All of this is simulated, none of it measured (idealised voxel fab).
voxel self aligned contacts: a process module
Xsec cut, 260 nm wide, square cell size 5 nm.
A cross-section is a grid of square cells, given in bands from the top down. A band is one or more rows of cells. Band entry format. Leading values: height of top, height of bottom, nm. Remainder: materials in left-to-right order, each with its width in nm. Special words: "full width" on a single material, which then fills the band edge to edge; "air", empty space. Beneath 0, the wafer as received is one material, and that level is where height counting begins. The lowest band goes on downward without a bottom; it is written like "0..down". Read "30 to 40" as a graded width: first number on top, second number at the bottom, same change between each pair of neighbouring rows. The designation "remained the same", where it is given for a processing step, indicates that no cell of the cross-section was altered in the course of that step. Closed-off voids of 8+ cells (no open route to the top) go in "Closed void catalog", written width x height at distance from the left edge, in nm. Note: text after step settings on the step line = simulator remark on that step. For masked steps, "overlay nm" on the step line gives how far right of plan the mask actually lay; a minus sign means it lay to the left.
**Set out below are the planned steps of the process**
- 1: RECEIVE (material Si)
- 2: CONFORMAL_DEP (material SiO2; thk nm 5)
- 3: DIRECTIONAL_DEP (material polySi; thk nm 30)
- 4: DIRECTIONAL_DEP (material SiN; thk nm 15)
- 5: MASKED_ETCH (tone cover; mask id GATE; width nm 25; pitch nm 55; etch materials SiN; depth nm 15; overlay nm 0)
- 6: MASKED_ETCH (tone cover; mask id GATE; width nm 25; pitch nm 55; etch materials polySi; depth nm 30; overlay nm 0)
- 7: CONFORMAL_DEP (material SiN; thk nm 5)
- 8: DIRECTIONAL_ETCH (etch materials SiN; depth nm 5)
- 9: FILL_DEP (material SiO2; thk nm 20)
- 10: CMP (height nm 60)
- 11: PATTERN (tone open; mask id CONTACT; material resist; width nm 40; thk nm 20; overlay nm 0)
- 12: DIRECTIONAL_ETCH (etch materials SiO2; depth nm 60)
- 13: STRIP (etch materials resist)
- 14: CONFORMAL_DEP (material TiN; thk nm 5)
- 15: FILL_DEP (material Ru; thk nm 5)
- 16: CMP (height nm 60)
- 17: CONFORMAL_DEP (material SiCN; thk nm 5)
**The cross-section here shows the wafer as received, i.e. in its state after step 1**
0..down  Si full width
Closed void catalog: none
**Cross-section taken at module completion on the first of two wafers; processed per the plan**
65..60  SiCN full width
60..50  110 SiO2, 5 to 15 TiN, 30 to 10 Ru, 5 to 15 TiN, 110 SiO2
50..35  85 SiO2, 35 SiN, 5 TiN, 10 Ru, 5 TiN, 35 SiN, 85 SiO2
35..5  85 SiO2, 5 SiN, 25 polySi, 5 SiN, 5 TiN, 10 Ru, 5 TiN, 5 SiN, 25 polySi, 5 SiN, 85 SiO2
5..0  120 SiO2, 20 TiN, 120 SiO2
0..down  Si full width
Closed void catalog: none
**This cross-section belongs to the second wafer of two at the end of the module; the start and the plan were shared with the first, and the run included one mistake**
65..60  SiCN full width
60..50  110 SiO2, 5 to 15 TiN, 30 to 10 Ru, 5 to 15 TiN, 110 SiO2
50..25  85 SiO2, 5 SiN, 25 polySi, 5 SiN, 5 TiN, 10 Ru, 5 TiN, 5 SiN, 25 polySi, 5 SiN, 85 SiO2
25..20  85 SiO2, 5 SiN, 25 polySi, 5 SiN, 20 TiN, 5 SiN, 25 polySi, 5 SiN, 85 SiO2
20..5  SiN full width
5..0  SiO2 full width
0..down  Si full width
Closed void catalog: none
What was done differently from what was planned? the executed order of steps 3 and 4 is the reverse of that specified in the plan, each step having taken the other's position
The second wafer ends with more or fewer cells of some materials than the first, per final count: 8 fewer of Ru | 114 more of SiN | 98 fewer of SiO2 | 8 fewer of TiN
